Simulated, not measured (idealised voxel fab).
Name of the process module below: voxel capacitor over wiring
FYI the section here is cut, 180 nm wide, cells are 5 nm squares.
A cross-section is a grid of square cells, given in bands from the top down. A band is one or more rows of cells. Top, bottom (nm), then materials left to right with widths (nm); lone material tagged "throughout" fills the whole band edge to edge; "air" = empty space. The reference from which all heights are counted is 0, the level beneath which the as-received wafer is entirely one material; the lowest band, having no lower bound, proceeds downward and is written after the example "0 and below". The notation "30->40" denotes a width that varies across the rows of cells in the band, beginning at the first number in the top row, finishing at the second number in the bottom row, and changing by an identical amount from each row to the next. For the purposes of this document, the phrase "remained unchanged" attached to a step denotes that no cell within the cross-section was modified by that step. If an empty space has no open way to the top and is at least 8 cells in size, "Closed cavities" lists it, written width x height at distance, where distance is measured from the left edge and every value is in nm. It should be noted that, on the line of a given step, the content following the step's settings is a remark produced by the simulator itself with respect to that step. "overlay nm", when on a step's line for a step with a mask, measures how far to the right of its planned place the mask lay; a negative measure means to the left.

Below is the list of planned process steps:
| 1 | RECEIVE (material Si) |
| 2 | CONFORMAL_DEP (material SiO2; thk nm 15) |
| 3 | CONFORMAL_DEP (material SiN; thk nm 5) |
| 4 | DIRECTIONAL_DEP (material lowk; thk nm 15) |
| 5 | PATTERN (tone open; mask id METAL_1; material resist; width nm 30; pitch nm 85; thk nm 20; overlay nm 0) |
| 6 | DIRECTIONAL_ETCH (etch materials lowk; depth nm 15) |
| 7 | DIRECTIONAL_ETCH (etch materials SiN; depth nm 5) |
| 8 | STRIP (etch materials resist) |
| 9 | CONFORMAL_DEP (material TiN; thk nm 5) |
| 10 | FILL_DEP (material Ru; thk nm 10) |
| 11 | CMP (height nm 35) |
| 12 | CONFORMAL_DEP (material SiCN; thk nm 5) |
| 13 | DIRECTIONAL_DEP (material lowk; thk nm 15) |
| 14 | DIRECTIONAL_DEP (material aC; thk nm 10) |
| 15 | PATTERN (tone open; mask id PLUG_1; material resist; width nm 15; thk nm 25; overlay nm 0) |
| 16 | DIRECTIONAL_ETCH (etch materials aC; depth nm 10) |
| 17 | STRIP (etch materials resist) |
| 18 | DIRECTIONAL_ETCH (etch materials lowk; depth nm 5) |
| 19 | DIRECTIONAL_ETCH (etch materials SiCN; depth nm 5) |
| 20 | STRIP (etch materials aC) |
| 21 | CONFORMAL_DEP (material TiN; thk nm 5) |
| 22 | FILL_DEP (material W; thk nm 10) |
| 23 | CMP (height nm 55) |
| 24 | DIRECTIONAL_DEP (material TiN; thk nm 5) |
| 25 | DIRECTIONAL_DEP (material Al2O3; thk nm 5) |
| 26 | DIRECTIONAL_DEP (material TiN; thk nm 10) |
| 27 | PATTERN (tone cover; mask id UPPER_PLATE; material resist; width nm 60; thk nm 15; overlay nm 0) |
| 28 | DIRECTIONAL_ETCH (etch materials TiN; depth nm 10) |
| 29 | DIRECTIONAL_ETCH (etch materials Al2O3; depth nm 5) |
| 30 | STRIP (etch materials resist) |
| 31 | MASKED_ETCH (tone cover; mask id LOWER_PLATE; width nm 70; etch materials TiN; depth nm 5; overlay nm 0) |
| 32 | FILL_DEP (material SiO2; thk nm 20) |
| 33 | CMP (height nm 90) |
| 34 | MASKED_ETCH (tone open; mask id PLUG_2; width nm 15; etch materials SiO2; depth nm 15; overlay nm 0) |
| 35 | CONFORMAL_DEP (material TiN; thk nm 5) |
| 36 | FILL_DEP (material W; thk nm 10) |
| 37 | CMP (height nm 90) |
| 38 | CONFORMAL_DEP (material SiN; thk nm 5) |
Variable across wafers: step 18 depth nm (plan value is that of the first wafer; starting state common to all).

Received condition of the first of several wafers, sectioned: post-step 1:
  0 and below: Si throughout
  Closed cavities: none

Tabulated below, wafer by wafer, are the end-of-module results: for each material, the number of cells gained (+) or lost (-) relative to the as-received state, followed by the closed voids:
depth nm 5; +12 Al2O3; +24 Ru; +36 SiCN; +60 SiN; +301 SiO2; +72 TiN; +2 W; +177 lowk; Closed cavities: none
depth nm 10; +12 Al2O3; +24 Ru; +36 SiCN; +60 SiN; +301 SiO2; +74 TiN; +3 W; +174 lowk; Closed cavities: none
depth nm 15; +12 Al2O3; +24 Ru; +33 SiCN; +60 SiN; +301 SiO2; +78 TiN; +5 W; +171 lowk; Closed cavities: none
depth nm 20; +12 Al2O3; +24 Ru; +33 SiCN; +60 SiN; +301 SiO2; +78 TiN; +5 W; +171 lowk; Closed cavities: none
depth nm 25; +12 Al2O3; +24 Ru; +33 SiCN; +60 SiN; +301 SiO2; +78 TiN; +5 W; +171 lowk; Closed cavities: none
depth nm 30; +12 Al2O3; +24 Ru; +33 SiCN; +60 SiN; +301 SiO2; +78 TiN; +5 W; +171 lowk; Closed cavities: none
